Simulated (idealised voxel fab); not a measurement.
Documented hereafter: the process module known as voxel fin reveal.
Each square cell in cross-section cut measures 5 nm, and the section as a whole is 280 nm wide.
Think of the cross-section as a grid of square cells. We describe it in bands, top to bottom, and each band covers one or more rows of those cells.
Band: top height; bottom height; in nm. Then, left to right: material with width in nm, for each material. "full width": a single material spanning edge to edge. "blank": empty space.
Heights are reckoned from 0. Under this level, the received wafer is all of one material. The bottommost band is open-ended downward, for example "z 0 and below".
The two numbers in a width such as "30->40" mark its ends across the band: the first belongs to the top row of cells, the second to the bottom row, and from each row to the next the width moves by the same amount.
The cross-section has no changed cell in any step marked "nothing different".
Reported under the label "Closed cavity list" are the empty spaces having no open way to the top and comprising 8 cells or more; the notation for each is width x height at distance, in which the distance is measured from the left edge and all three values are in nm.
after a step's settings: what the simulator itself notes on the step
overlay nm: where the mask lay relative to plan, measured to the right, on steps with a mask; negatives go left.
**Listed below are the process steps as planned**
step 1: RECEIVE,material Si
step 2: CONFORMAL_DEP,material SiN,thk nm 10
step 3: MASKED_ETCH,tone cover,mask id FINS,width nm 15,pitch nm 40,etch materials SiN,depth nm 10,overlay nm 0
step 4: MASKED_ETCH,tone cover,mask id FINS,width nm 15,pitch nm 40,etch materials Si,depth nm 40,overlay nm 0
step 5: FILL_DEP,material SiO2,thk nm 5
step 6: CMP,height nm 10
step 7: SELECTIVE_ETCH,etch materials SiO2,depth nm 40
step 8: STRIP,etch materials SiN
**First of two wafers, processed according to plan**
**Step 1 complete: cross-section of the wafer as received**
  z 0 and below  Si full width
  Closed cavity list: none
**Sectional view: wafer, after step 2**
  z 10 to 0  SiN full width
  Note: structure below 0 unchanged.
**Sectional view: wafer, after step 3**
  z 10 to 0  blank: 70, SiN: 15, blank: 25, SiN: 15, blank: 25, SiN: 15, blank: 25, SiN: 15, blank: 75
  Note: structure below 0 unchanged.
**Sectional view: wafer, after step 4**
  z 10 to 0  blank: 70, SiN: 15, blank: 25, SiN: 15, blank: 25, SiN: 15, blank: 25, SiN: 15, blank: 75
  z 0 to -40  blank: 70, Si: 15, blank: 25, Si: 15, blank: 25, Si: 15, blank: 25, Si: 15, blank: 75
  Note: structure below -40 unchanged.
**Sectional view: wafer, after step 5**
  z 15 to 10  SiO2 full width
  z 10 to 0  SiO2: 70, SiN: 15, SiO2: 25, SiN: 15, SiO2: 25, SiN: 15, SiO2: 25, SiN: 15, SiO2: 75
  z 0 to -40  SiO2: 70, Si: 15, SiO2: 25, Si: 15, SiO2: 25, Si: 15, SiO2: 25, Si: 15, SiO2: 75
  Note: structure below -40 unchanged.
**Sectional view: wafer, after step 6**
  z 10 to 0  SiO2: 70, SiN: 15, SiO2: 25, SiN: 15, SiO2: 25, SiN: 15, SiO2: 25, SiN: 15, SiO2: 75
  Note: structure below 0 unchanged.
**Sectional view: wafer, after step 7**
  z 10 to 0  blank: 70, SiN: 15, blank: 25, SiN: 15, blank: 25, SiN: 15, blank: 25, SiN: 15, blank: 75
  z 0 to -30  blank: 70, Si: 15, blank: 25, Si: 15, blank: 25, Si: 15, blank: 25, Si: 15, blank: 75
  Note: structure below -30 unchanged.
**Sectional view: wafer, after step 8**
  z 0 to -30  blank: 70, Si: 15, blank: 25, Si: 15, blank: 25, Si: 15, blank: 25, Si: 15, blank: 75
  Note: structure below -30 unchanged.
**The remaining wafer, second of the two, started like the first and was run to the same plan, except that one mistake was made along the way; the two coincide through step 4, inclusive**
**Second wafer at the planned finish of step 5, seen in cross-section**
  z 20 to 10  SiO2 full width
  z 10 to 0  SiO2: 70, SiN: 15, SiO2: 25, SiN: 15, SiO2: 25, SiN: 15, SiO2: 25, SiN: 15, SiO2: 75
  z 0 to -40  SiO2: 70, Si: 15, SiO2: 25, Si: 15, SiO2: 25, Si: 15, SiO2: 25, Si: 15, SiO2: 75
  Note: structure below -40 unchanged.
**Second wafer at the planned finish of step 6, seen in cross-section**
  z 10 to 0  SiO2: 70, SiN: 15, SiO2: 25, SiN: 15, SiO2: 25, SiN: 15, SiO2: 25, SiN: 15, SiO2: 75
  Note: structure below 0 unchanged.
**Second wafer at the planned finish of step 7, seen in cross-section**
  z 10 to 0  blank: 70, SiN: 15, blank: 25, SiN: 15, blank: 25, SiN: 15, blank: 25, SiN: 15, blank: 75
  z 0 to -30  blank: 70, Si: 15, blank: 25, Si: 15, blank: 25, Si: 15, blank: 25, Si: 15, blank: 75
  Note: structure below -30 unchanged.
**Second wafer at the planned finish of step 8, seen in cross-section**
  z 0 to -30  blank: 70, Si: 15, blank: 25, Si: 15, blank: 25, Si: 15, blank: 25, Si: 15, blank: 75
  Note: structure below -30 unchanged.
Plan not followed: step 5 of the plan was carried out twice
at the end the two cross-sections are the same: no effect in what this model computes
